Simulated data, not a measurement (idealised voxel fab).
process module | voxel self aligned contacts
In the cross-section labelled cut, the width is 225 nm and each square cell is 5 nm.
Cross-section = grid of square cells, listed top down in bands; band = one or more rows.
Band: top and bottom heights (nm) first, top before bottom; then materials from left to right, widths in nm. "throughout" marks a sole material filling the band edge to edge. "air" denotes empty space.
Height 0 is the level under which the wafer as received is all one material. The lowest band goes on downwards, as in "0 nm and below".
A two-number width, for instance "30 to 40", indicates that the width is equal to the first number in the top row of the band and to the second number in the bottom row, and that it changes by a constant amount per row of cells.
"identical to before" after a step means that no cell of the cross-section changed.
"Enclosed void inventory" enumerates empty spaces isolated from the top, with no open way to it, that contain at least 8 cells, giving each as width x height at distance from the left edge, all three in nm.
Post-settings text on a step line: simulator's own remark regarding the step.
A step line may carry the setting "overlay nm", which, for steps involving a mask, states the distance by which the mask lay to the right of its intended position; negative values denote displacement to the left.

List of planned process steps
1,RECEIVE: material Si
2,OXIDIZE: depth nm 5
3,DIRECTIONAL_DEP: material polySi, thk nm 30
4,DIRECTIONAL_DEP: material SiN, thk nm 20
5,PATTERN: tone cover, mask id GATE, material resist, width nm 25, pitch nm 65, thk nm 15, overlay nm 0
6,DIRECTIONAL_ETCH: etch materials SiN, depth nm 20
7,DIRECTIONAL_ETCH: etch materials polySi, depth nm 30
8,STRIP: etch materials resist
9,CONFORMAL_DEP: material SiN, thk nm 5
10,DIRECTIONAL_ETCH: etch materials SiN, depth nm 5
11,FILL_DEP: material SiO2, thk nm 15
12,CMP: height nm 60
13,DIRECTIONAL_DEP: material aC, thk nm 15
14,PATTERN: tone open, mask id CONTACT, material resist, width nm 50, pitch nm 65, thk nm 30, overlay nm 0
15,DIRECTIONAL_ETCH: etch materials aC, depth nm 15
16,STRIP: etch materials resist
17,DIRECTIONAL_ETCH: etch materials SiO2, depth nm 65
18,STRIP: etch materials aC
19,CONFORMAL_DEP: material TiN, thk nm 5
20,FILL_DEP: material W, thk nm 10
21,CMP: height nm 60
22,CONFORMAL_DEP: material SiN, thk nm 5
For clarity, it should be stated that the wafers under discussion commence in an identical condition and differ with respect to the width nm of step 5, the plan indicating the value that the first wafer had.

First of several wafers (as received, post step 1), cross-sectional view
	0 nm and below  Si throughout
	Enclosed void inventory: none

Last step of the module is step 22; after it, the first of several wafers in cross-section
	65 nm to 60 nm  SiN throughout
	60 nm to 50 nm  SiO2=55, TiN=5 to 15, W=40 to 20, TiN=5 to 15, SiO2=15, TiN=5 to 15, W=40 to 20, TiN=5 to 15, SiO2=55
	50 nm to 30 nm  SiO2=30, SiN=35, TiN=5, W=20, TiN=5, SiN=35, TiN=5, W=20, TiN=5, SiN=35, SiO2=30
	30 nm to 0 nm  SiO2=30, SiN=5, polySi=25, SiN=5, TiN=5, W=20, TiN=5, SiN=5, polySi=25, SiN=5, TiN=5, W=20, TiN=5, SiN=5, polySi=25, SiN=5, SiO2=30
	0 nm to -5 nm  SiO2=65, TiN=30, SiO2=35, TiN=30, SiO2=65
	-5 nm and below  Si throughout
	Enclosed void inventory: none

Cross-section, module end, final of several wafers
	65 nm to 60 nm  SiN throughout
	60 nm to 55 nm  SiO2=55, TiN=5, W=40, TiN=5, SiO2=15, TiN=5, W=40, TiN=5, SiO2=55
	55 nm to 50 nm  SiO2=55, TiN=50, SiO2=15, TiN=50, SiO2=55
	50 nm to 30 nm  SiO2=20, SiN=60, TiN=5, SiN=60, TiN=5, SiN=60, SiO2=15
	30 nm to 0 nm  SiO2=20, SiN=5, polySi=50, SiN=5, TiN=5, SiN=5, polySi=50, SiN=5, TiN=5, SiN=5, polySi=50, SiN=5, SiO2=15
	0 nm to -5 nm  SiO2=80, TiN=5, SiO2=60, TiN=5, SiO2=75
	-5 nm and below  Si throughout
	Enclosed void inventory: none

End of module, by wafer: material-by-material cell gain (+) or loss (-) since receipt, then closed voids
width nm 25; -45 Si; +165 SiN; +203 SiO2; +68 TiN; +104 W; +90 polySi; Enclosed void inventory: none
width nm 30; -45 Si; +177 SiN; +195 SiO2; +68 TiN; +82 W; +108 polySi; Enclosed void inventory: none
width nm 35; -45 Si; +189 SiN; +187 SiO2; +68 TiN; +60 W; +126 polySi; Enclosed void inventory: none
width nm 40; -45 Si; +201 SiN; +179 SiO2; +68 TiN; +38 W; +144 polySi; Enclosed void inventory: none
width nm 45; -45 Si; +213 SiN; +171 SiO2; +68 TiN; +16 W; +162 polySi; Enclosed void inventory: none
width nm 50; -45 Si; +225 SiN; +163 SiO2; +46 TiN; +16 W; +180 polySi; Enclosed void inventory: none
